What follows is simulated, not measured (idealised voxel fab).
The process module presented herein is designated voxel ribs on slabs.
Cross-section cut: width 175 nm, square cells of 5 nm.
Just so we're on the same page, the cross-sections are grids of square cells, and they're listed out in bands top to bottom, each band one or more rows deep. This entry defines a band. It first specifies the height of the band's top and the height of its bottom in nm, and then specifies the band's materials from left to right, stating each material with its width in nm. The word "full width" identifies a single material that fills the band from edge to edge, while the word "air" identifies empty space. Heights are measured from 0, the level below which the as-received wafer is all one material; the lowest band has no bottom and continues downward, written as in "z 0 and below". Graded width ("30 to 40"): value in top row of band = first number; value in bottom row = second number; row-to-row change constant. Reading "nothing changed" for a step: not a cell of the cross-section changed in it. "Closed void listing" contains a list of empty spaces, each no smaller than 8 cells and without an open way to the top, written in the form width x height at distance with the distance from the left edge and all three in nm. Whatever follows a step's settings on its line is a remark the simulator itself makes about that step. A step's line can hold "overlay nm"; with a mask on that step, the setting says how far right of the planned place the mask lay, while a negative setting says it lay to the left. Before/after cross-section pairs, one process step each; after shown to lowest changed band; step and settings beneath. Pairs may be from different runs of this module on the same starting wafer; a pair continues from the one above only where its "Incoming structure" entry says so.
Incoming structure
    z 85 to 70  aC full width
    z 70 to 60  TiN full width
    z 60 to 40  SiO2 full width
    z 40 to 25  polySi full width
    z 25 to 0  SiO2 full width
    z 0 and below  Si full width
    Closed void listing: none
Post-Process View
    z 120 to 85  70 of air / 30 of resist / 75 of air
    Lower than 85, everything is as it was.
    Closed void listing: none
The transition between the preceding cross-sections is accomplished by PATTERN | tone cover | mask id HEATER | material resist | width nm 30 | thk nm 35 | overlay nm 0
Incoming structure: identical to the post-step cross-section of the immediately preceding pair.
Post-Process View
    z 105 to 85  70 of air / 30 of resist / 75 of air
    z 85 to 70  70 of air / 30 of aC / 75 of air
    Lower than 70, everything is as it was.
    Closed void listing: none
The transition between the preceding cross-sections is accomplished by DIRECTIONAL_ETCH | etch materials aC | depth nm 15
Incoming structure: identical to the post-step cross-section of the immediately preceding pair.
Post-Process View
    z 85 to 70  70 of air / 30 of aC / 75 of air
    Lower than 70, everything is as it was.
    Closed void listing: none
The transition between the preceding cross-sections is accomplished by STRIP | etch materials resist
Incoming structure: identical to the post-step cross-section of the immediately preceding pair.
Post-Process View
    z 85 to 70  70 of air / 30 of aC / 75 of air
    z 70 to 60  70 of air / 30 of TiN / 75 of air
    Lower than 60, everything is as it was.
    Closed void listing: none
The transition between the preceding cross-sections is accomplished by DIRECTIONAL_ETCH | etch materials TiN | depth nm 10
Incoming structure: identical to the post-step cross-section of the immediately preceding pair.
Post-Process View
    z 70 to 60  70 of air / 30 of TiN / 75 of air
    Lower than 60, everything is as it was.
    Closed void listing: none
The transition between the preceding cross-sections is accomplished by STRIP | etch materials aC
Incoming structure: identical to the post-step cross-section of the immediately preceding pair.
Post-Process View
    z 75 to 70  65 of air / 40 of SiO2 / 70 of air
    z 70 to 65  65 of air / 5 of SiO2 / 30 of TiN / 5 of SiO2 / 70 of air
    z 65 to 60  70 of SiO2 / 30 of TiN / 75 of SiO2
    Lower than 60, everything is as it was.
    Closed void listing: none
The transition between the preceding cross-sections is accomplished by CONFORMAL_DEP | material SiO2 | thk nm 5
Incoming structure
    z 50 to 40  aC full width
    z 40 to 25  polySi full width
    z 25 to 0  SiO2 full width
    z 0 and below  Si full width
    Closed void listing: none
Post-Process View
    z 75 to 50  75 of resist / 20 of air / 80 of resist
    Lower than 50, everything is as it was.
    Closed void listing: none
The transition between the preceding cross-sections is accomplished by PATTERN | tone open | mask id RIB | material resist | width nm 20 | thk nm 25 | overlay nm 0
Incoming structure: identical to the post-step cross-section of the immediately preceding pair.
Post-Process View
    z 65 to 50  75 of resist / 20 of air / 80 of resist
    z 50 to 40  75 of aC / 20 of air / 80 of aC
    Lower than 40, everything is as it was.
    Closed void listing: none
The transition between the preceding cross-sections is accomplished by DIRECTIONAL_ETCH | etch materials aC | depth nm 10
Incoming structure: identical to the post-step cross-section of the immediately preceding pair.
Post-Process View
    z 50 to 40  75 of aC / 20 of air / 80 of aC
    Lower than 40, everything is as it was.
    Closed void listing: none
The transition between the preceding cross-sections is accomplished by STRIP | etch materials resist
Incoming structure: identical to the post-step cross-section of the immediately preceding pair.
Post-Process View
    z 50 to 40  75 of aC / 20 of air / 80 of aC
    z 40 to 30  75 of polySi / 20 of air / 80 of polySi
    Lower than 30, everything is as it was.
    Closed void listing: none
The transition between the preceding cross-sections is accomplished by DIRECTIONAL_ETCH | etch materials polySi | depth nm 10
Incoming structure: identical to the post-step cross-section of the immediately preceding pair.
Post-Process View
    z 40 to 30  75 of polySi / 20 of air / 80 of polySi
    Lower than 30, everything is as it was.
    Closed void listing: none
The transition between the preceding cross-sections is accomplished by STRIP | etch materials aC
Incoming structure: identical to the post-step cross-section of the immediately preceding pair.
Post-Process View
    z 55 to 40  50 of air / 70 of resist / 55 of air
    z 40 to 30  75 of polySi / 20 of resist / 80 of polySi
    Lower than 30, everything is as it was.
    Closed void listing: none
The transition between the preceding cross-sections is accomplished by PATTERN | tone cover | mask id SLAB | material resist | width nm 70 | thk nm 15 | overlay nm 0
Incoming structure: identical to the post-step cross-section of the immediately preceding pair.
Post-Process View
    z 55 to 40  50 of air / 70 of resist / 55 of air
    z 40 to 35  50 of air / 25 of polySi / 20 of resist / 25 of polySi / 55 of air
    Lower than 35, everything is as it was.
    Closed void listing: none
The transition between the preceding cross-sections is accomplished by DIRECTIONAL_ETCH | etch materials polySi | depth nm 5
Incoming structure: identical to the post-step cross-section of the immediately preceding pair.
Post-Process View
    z 40 to 35  50 of air / 25 of polySi / 20 of air / 25 of polySi / 55 of air
    z 35 to 30  75 of polySi / 20 of air / 80 of polySi
    Lower than 30, everything is as it was.
    Closed void listing: none
The transition between the preceding cross-sections is accomplished by STRIP | etch materials resist
Incoming structure: identical to the post-step cross-section of the immediately preceding pair.
Post-Process View
    z 65 to 40  SiO2 full width
    z 40 to 35  50 of SiO2 / 25 of polySi / 20 of SiO2 / 25 of polySi / 55 of SiO2
    z 35 to 30  75 of polySi / 20 of SiO2 / 80 of polySi
    Lower than 30, everything is as it was.
    Closed void listing: none
The transition between the preceding cross-sections is accomplished by FILL_DEP | material SiO2 | thk nm 25
Incoming structure: identical to the post-step cross-section of the immediately preceding pair.
Post-Process View
    z 60 to 40  SiO2 full width
    Lower than 40, everything is as it was.
    Closed void listing: none
The transition between the preceding cross-sections is accomplished by CMP | height nm 60
Incoming structure: identical to the post-step cross-section of the immediately preceding pair.
Post-Process View
    z 70 to 60  TiN full width
    Lower than 60, everything is as it was.
    Closed void listing: none
The transition between the preceding cross-sections is accomplished by DIRECTIONAL_DEP | material TiN | thk nm 10
Incoming structure: identical to the post-step cross-section of the immediately preceding pair.
Post-Process View
    z 85 to 70  aC full width
    Lower than 70, everything is as it was.
    Closed void listing: none
The transition between the preceding cross-sections is accomplished by DIRECTIONAL_DEP | material aC | thk nm 15
Incoming structure: identical to the post-step cross-section of the immediately preceding pair.
Post-Process View
    z 120 to 85  70 of air / 30 of resist / 75 of air
    Lower than 85, everything is as it was.
    Closed void listing: none
The transition between the preceding cross-sections is accomplished by PATTERN | tone cover | mask id HEATER | material resist | width nm 30 | thk nm 35 | overlay nm 0
Incoming structure: identical to the post-step cross-section of the immediately preceding pair.
Post-Process View
    z 105 to 85  70 of air / 30 of resist / 75 of air
    z 85 to 70  70 of air / 30 of aC / 75 of air
    Lower than 70, everything is as it was.
    Closed void listing: none
The transition between the preceding cross-sections is accomplished by DIRECTIONAL_ETCH | etch materials aC | depth nm 15
Incoming structure: identical to the post-step cross-section of the immediately preceding pair.
Post-Process View
    z 85 to 70  70 of air / 30 of aC / 75 of air
    Lower than 70, everything is as it was.
    Closed void listing: none
The transition between the preceding cross-sections is accomplished by STRIP | etch materials resist
Incoming structure: identical to the post-step cross-section of the immediately preceding pair.
Post-Process View
    z 85 to 70  70 of air / 30 of aC / 75 of air
    z 70 to 60  70 of air / 30 of TiN / 75 of air
    Lower than 60, everything is as it was.
    Closed void listing: none
The transition between the preceding cross-sections is accomplished by DIRECTIONAL_ETCH | etch materials TiN | depth nm 10
Incoming structure: identical to the post-step cross-section of the immediately preceding pair.
Post-Process View
    z 70 to 60  70 of air / 30 of TiN / 75 of air
    Lower than 60, everything is as it was.
    Closed void listing: none
The transition between the preceding cross-sections is accomplished by STRIP | etch materials aC
Incoming structure: identical to the post-step cross-section of the immediately preceding pair.
Post-Process View
    z 75 to 70  65 of air / 40 of SiO2 / 70 of air
    z 70 to 65  65 of air / 5 of SiO2 / 30 of TiN / 5 of SiO2 / 70 of air
    z 65 to 60  70 of SiO2 / 30 of TiN / 75 of SiO2
    Lower than 60, everything is as it was.
    Closed void listing: none
The transition between the preceding cross-sections is accomplished by CONFORMAL_DEP | material SiO2 | thk nm 5
